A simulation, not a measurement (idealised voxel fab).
This is a process module. Its name is voxel transistor to metal.
Cross-section cut: width 200 nm, square cells of 5 nm.
Heads up, the way a cross-section reads in here is a grid of square cells, handed over as bands from the top down, with every band being one or more rows of cells. Within each band entry, the heights of the top and of the bottom of the band appear first, in that order and in nm; the materials of the band then follow from left to right, each with its corresponding width in nm. The designation "throughout" on a single material indicates that it fills the band from edge to edge; the designation "blank" indicates empty space. It should be noted that heights are counted from 0, beneath which the wafer as supplied is of one material throughout, and that the lowest band possesses no lower boundary but continues downward, as written in "z 0 and below". Per-row width for "30 to 40": begins at first number (top row of band), ends at second number (bottom row), increment between rows held constant. Basically "no modifications" means that step didn't change any cell in the cross-section. "Entrapped void list" lists enclosed empty spaces (at least 8 cells, no open path upward to the top), each as width x height at distance from the left edge, in nm. Read whatever lies past the settings on a step's line as the simulator's own remark about the step. What "overlay nm" on a step's line means: if the step has a mask, that mask lay this far to the right of its planned place, or, when the value is negative, to the left.
[Intended process steps]
step 1: RECEIVE: material Si
step 2: CONFORMAL_DEP: material SiO2, thk nm 5
step 3: CONFORMAL_DEP: material SiN, thk nm 10
step 4: MASKED_ETCH: tone cover, mask id ACTIVE, width nm 115, etch materials SiN, depth nm 10, overlay nm 0
step 5: MASKED_ETCH: tone cover, mask id ACTIVE, width nm 115, etch materials SiO2, depth nm 5, overlay nm 0
step 6: MASKED_ETCH: tone cover, mask id ACTIVE, width nm 115, etch materials Si, depth nm 35, overlay nm 0
step 7: FILL_DEP: material SiO2, thk nm 10
step 8: CMP: height nm 15
step 9: SELECTIVE_ETCH: etch materials SiO2, depth nm 10
step 10: STRIP: etch materials SiN
step 11: SELECTIVE_ETCH: etch materials SiO2, depth nm 5
step 12: OXIDIZE: depth nm 5
step 13: DIRECTIONAL_DEP: material polySi, thk nm 25
step 14: DIRECTIONAL_DEP: material SiCN, thk nm 15
step 15: PATTERN: tone cover, mask id GATE, material resist, width nm 35, thk nm 20, overlay nm 0
step 16: DIRECTIONAL_ETCH: etch materials SiCN, depth nm 25
step 17: DIRECTIONAL_ETCH: etch materials polySi, depth nm 35
step 18: STRIP: etch materials resist
step 19: CONFORMAL_DEP: material SiN, thk nm 5
step 20: DIRECTIONAL_ETCH: etch materials SiN, depth nm 5
step 21: DIRECTIONAL_ETCH: etch materials SiO2, depth nm 5
step 22: EPI: material nSi, thk nm 5
step 23: FILL_DEP: material SiO2, thk nm 5
step 24: CMP: height nm 25
step 25: STRIP: etch materials polySi
step 26: SELECTIVE_ETCH: etch materials SiO2, depth nm 5
step 27: CONFORMAL_DEP: material HfO2, thk nm 5
step 28: CONFORMAL_DEP: material TiN, thk nm 5
step 29: FILL_DEP: material W, thk nm 5
step 30: CMP: height nm 20
step 31: DIRECTIONAL_DEP: material SiO2, thk nm 15
step 32: DIRECTIONAL_DEP: material aC, thk nm 10
step 33: PATTERN: tone open, mask id CONTACT, material resist, width nm 15, pitch nm 90, thk nm 25, overlay nm 0
step 34: DIRECTIONAL_ETCH: etch materials aC, depth nm 10
step 35: STRIP: etch materials resist
step 36: DIRECTIONAL_ETCH: etch materials SiO2, depth nm 35
step 37: STRIP: etch materials aC
step 38: CONFORMAL_DEP: material TiN, thk nm 5
step 39: FILL_DEP: material W, thk nm 5
step 40: CMP: height nm 35
step 41: CONFORMAL_DEP: material SiCN, thk nm 5
step 42: DIRECTIONAL_DEP: material SiO2, thk nm 25
step 43: DIRECTIONAL_DEP: material aC, thk nm 15
step 44: PATTERN: tone open, mask id METAL_1, material resist, width nm 15, pitch nm 90, thk nm 30, overlay nm -15
step 45: DIRECTIONAL_ETCH: etch materials aC, depth nm 15
step 46: STRIP: etch materials resist
step 47: DIRECTIONAL_ETCH: etch materials SiO2, depth nm 25
step 48: DIRECTIONAL_ETCH: etch materials SiCN, depth nm 5
step 49: STRIP: etch materials aC
step 50: CONFORMAL_DEP: material TiN, thk nm 5
step 51: FILL_DEP: material Cu, thk nm 5
step 52: CMP: height nm 65
step 53: CONFORMAL_DEP: material SiCN, thk nm 5
step 54: DIRECTIONAL_DEP: material SiO2, thk nm 30
step 55: PATTERN: tone open, mask id METAL_2, material resist, width nm 15, pitch nm 90, thk nm 20, overlay nm 0
step 56: DIRECTIONAL_ETCH: etch materials SiO2, depth nm 20
step 57: STRIP: etch materials resist
step 58: MASKED_ETCH: tone open, mask id METAL_2_HOLES, width nm 15, pitch nm 90, etch materials SiO2, depth nm 10, overlay nm 0
step 59: MASKED_ETCH: tone open, mask id METAL_2_HOLES, width nm 15, pitch nm 90, etch materials SiCN, depth nm 5, overlay nm 0
step 60: CONFORMAL_DEP: material TiN, thk nm 5
step 61: FILL_DEP: material Ru, thk nm 10
step 62: CMP: height nm 100
step 63: CONFORMAL_DEP: material SiCN, thk nm 5
varied across the wafers: overlay nm of step 44. The plan shows the first wafer's value. All wafers start alike
[Cross-section of the first of several wafers on receipt, reflecting completion of step 1]
z 0 and below: Si throughout
Entrapped void list: none
[Where each wafer stands at the end of the module, a row apiece: cells of each material gained (+) or lost (-) since it was received, then closed voids]
overlay nm -15; +10 Cu; +17 HfO2; +12 Ru; -142 Si; +108 SiCN; +8 SiN; +693 SiO2; +97 TiN; +21 W; +16 nSi; Entrapped void list: none
overlay nm -10; +10 Cu; +17 HfO2; +12 Ru; -142 Si; +108 SiCN; +8 SiN; +693 SiO2; +97 TiN; +21 W; +16 nSi; Entrapped void list: none
overlay nm -5; +10 Cu; +17 HfO2; +12 Ru; -142 Si; +108 SiCN; +8 SiN; +693 SiO2; +97 TiN; +21 W; +16 nSi; Entrapped void list: none
overlay nm 0; +10 Cu; +17 HfO2; +12 Ru; -142 Si; +108 SiCN; +8 SiN; +693 SiO2; +97 TiN; +21 W; +16 nSi; Entrapped void list: none
overlay nm 5; +10 Cu; +17 HfO2; +12 Ru; -142 Si; +108 SiCN; +8 SiN; +693 SiO2; +97 TiN; +21 W; +16 nSi; Entrapped void list: none
overlay nm 10; +10 Cu; +17 HfO2; +12 Ru; -142 Si; +108 SiCN; +8 SiN; +693 SiO2; +97 TiN; +21 W; +16 nSi; Entrapped void list: none
overlay nm 15; +10 Cu; +17 HfO2; +12 Ru; -142 Si; +108 SiCN; +8 SiN; +693 SiO2; +97 TiN; +21 W; +16 nSi; Entrapped void list: none
